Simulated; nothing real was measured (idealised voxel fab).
A process module follows: voxel tone inversion.
cross-section cut | 145 nm wide | cells 5 nm
Cross-section = grid of square cells, listed top down in bands; band = one or more rows.
Within each band entry, the heights of the top and of the bottom of the band appear first, in that order and in nm; the materials of the band then follow from left to right, each with its corresponding width in nm. The designation "everywhere" on a single material indicates that it fills the band from edge to edge; the designation "empty" indicates empty space.
Beneath 0, the wafer as received is one material, and that level is where height counting begins. The lowest band goes on downward without a bottom; it is written like "from 0 down".
Width "30..40": first value at the band's top row of cells, second value at its bottom row, equal change from row to row.
The cross-section has no changed cell in any step marked "remained the same".
Voids not open to the top, 8 cells minimum: see "Tabulated closed voids". Written width x height at distance; distance is from the left edge; nm.
Text after the settings on a step's line: the simulator's own remark on that step.
Among the settings permitted on a step's line is "overlay nm"; applied to a step with a mask, it specifies the extent to which the mask lay to the right of its planned position, whereas a negative figure signifies a position to the left.

### Below is the list of planned process steps
1: RECEIVE, material Si
2: CONFORMAL_DEP, material SiN, thk nm 10
3: DIRECTIONAL_DEP, material polySi, thk nm 15
4: PATTERN, tone cover, mask id POSTS, material resist, width nm 15, pitch nm 30, thk nm 25, overlay nm 0
5: DIRECTIONAL_ETCH, etch materials polySi, depth nm 15
6: STRIP, etch materials resist
7: FILL_DEP, material SiO2, thk nm 10
8: CMP, height nm 25
9: STRIP, etch materials polySi
10: CONFORMAL_DEP, material TiN, thk nm 5
11: FILL_DEP, material Ru, thk nm 10
12: CMP, height nm 25
13: CONFORMAL_DEP, material SiCN, thk nm 5

### Cross-section of the wafer at receipt, which is the condition after step 1
from 0 down | Si everywhere
Tabulated closed voids: none

### Final wafer profile in cross-section after the module, from the same start and plan as above, with one mistake made during processing
from 30 to 25 | SiCN everywhere
from 25 to 15 | Ru 30 / TiN 5 / SiO2 15 / TiN 5 / Ru 5 / TiN 5 / SiO2 15 / TiN 5 / Ru 5 / TiN 5 / SiO2 15 / TiN 5 / Ru 30
from 15 to 10 | TiN 35 / SiO2 15 / TiN 15 / SiO2 15 / TiN 15 / SiO2 15 / TiN 35
from 10 to 0 | SiN everywhere
from 0 down | Si everywhere
Tabulated closed voids: none
Deviation from plan: step 4 went in with a setting other than planned; the actual run was PATTERN, tone open, mask id POSTS, material resist, width nm 15, pitch nm 30, thk nm 25, overlay nm 0
